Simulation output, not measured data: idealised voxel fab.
process module | voxel trench capacitor
cross-section cut | 175 nm wide | cells 5 nm
A cross-section is a grid of square cells, given in bands from the top down. A band is one or more rows of cells.
Each band's line starts with the height of the band's top and of its bottom, in nm. Then come its materials from left to right, each with its width in nm. One material with "throughout" fills the band from edge to edge. "air" is empty space.
Height 0 is the level under which the wafer as received is all one material. The lowest band goes on downwards, as in "0 down".
A width such as "30 to 40" changes by the same amount from each row of cells to the next, from the band's top row to its bottom row.
"no change" after a step means that no cell of the cross-section changed.
closed voids: empty space of 8 cells or more with no open way to the top, each as width x height at its distance from the left edge, in nm
after a step's settings: what the simulator itself notes on the step
overlay nm, on a step with a mask: how far to the right of its planned place the mask lay; to the left if negative
plan
1 op RECEIVE | material Si
2 op CONFORMAL_DEP | material SiN | thk nm 10
3 op DIRECTIONAL_DEP | material aC | thk nm 15
4 op PATTERN | tone open | mask id TRENCH | material resist | width nm 25 | pitch nm 40 | thk nm 30 | overlay nm 0
5 op DIRECTIONAL_ETCH | etch materials aC | depth nm 15
6 op STRIP | etch materials resist
7 op DIRECTIONAL_ETCH | etch materials SiN | depth nm 10
8 op DIRECTIONAL_ETCH | etch materials Si | depth nm 35
9 op STRIP | etch materials aC
10 op CONFORMAL_DEP | material Al2O3 | thk nm 5
11 op CONFORMAL_DEP | material TiN | thk nm 5
12 op FILL_DEP | material W | thk nm 10
13 op CMP | height nm 10
as received, after step 1
  0 down: Si throughout
  closed voids: none
first wafer at the end, as planned
  10 to 0: SiN 35 | Al2O3 5 | TiN 5 | W 5 | TiN 5 | Al2O3 5 | SiN 15 | Al2O3 5 | TiN 5 | W 5 | TiN 5 | Al2O3 5 | SiN 15 | Al2O3 5 | TiN 5 | W 5 | TiN 5 | Al2O3 5 | SiN 35
  0 to -25: Si 35 | Al2O3 5 | TiN 5 | W 5 | TiN 5 | Al2O3 5 | Si 15 | Al2O3 5 | TiN 5 | W 5 | TiN 5 | Al2O3 5 | Si 15 | Al2O3 5 | TiN 5 | W 5 | TiN 5 | Al2O3 5 | Si 35
  -25 to -30: Si 35 | Al2O3 5 | TiN 15 | Al2O3 5 | Si 15 | Al2O3 5 | TiN 15 | Al2O3 5 | Si 15 | Al2O3 5 | TiN 15 | Al2O3 5 | Si 35
  -30 to -35: Si 35 | Al2O3 25 | Si 15 | Al2O3 25 | Si 15 | Al2O3 25 | Si 35
  -35 down: Si throughout
  closed voids: none
second wafer at the end: like start, like plan, one mistake
  10 to 0: W 25 | TiN 5 | Al2O3 5 | SiN 25 | Al2O3 5 | TiN 5 | Al2O3 5 | SiN 25 | Al2O3 5 | TiN 5 | Al2O3 5 | SiN 25 | Al2O3 5 | TiN 5 | W 25
  0 to -25: W 25 | TiN 5 | Al2O3 5 | Si 25 | Al2O3 5 | TiN 5 | Al2O3 5 | Si 25 | Al2O3 5 | TiN 5 | Al2O3 5 | Si 25 | Al2O3 5 | TiN 5 | W 25
  -25 to -30: TiN 30 | Al2O3 5 | Si 25 | Al2O3 5 | TiN 5 | Al2O3 5 | Si 25 | Al2O3 5 | TiN 5 | Al2O3 5 | Si 25 | Al2O3 5 | TiN 30
  -30 to -35: Al2O3 35 | Si 25 | Al2O3 15 | Si 25 | Al2O3 15 | Si 25 | Al2O3 35
  -35 down: Si throughout
  closed voids: none
what went wrong: step 4 ran as: op PATTERN | tone cover | mask id TRENCH | material resist | width nm 25 | pitch nm 40 | thk nm 30 | overlay nm 0
at the end the second wafer has, in cells: 5 more of Al2O3 | 35 fewer of Si | 10 fewer of SiN | 9 fewer of TiN | 49 more of W
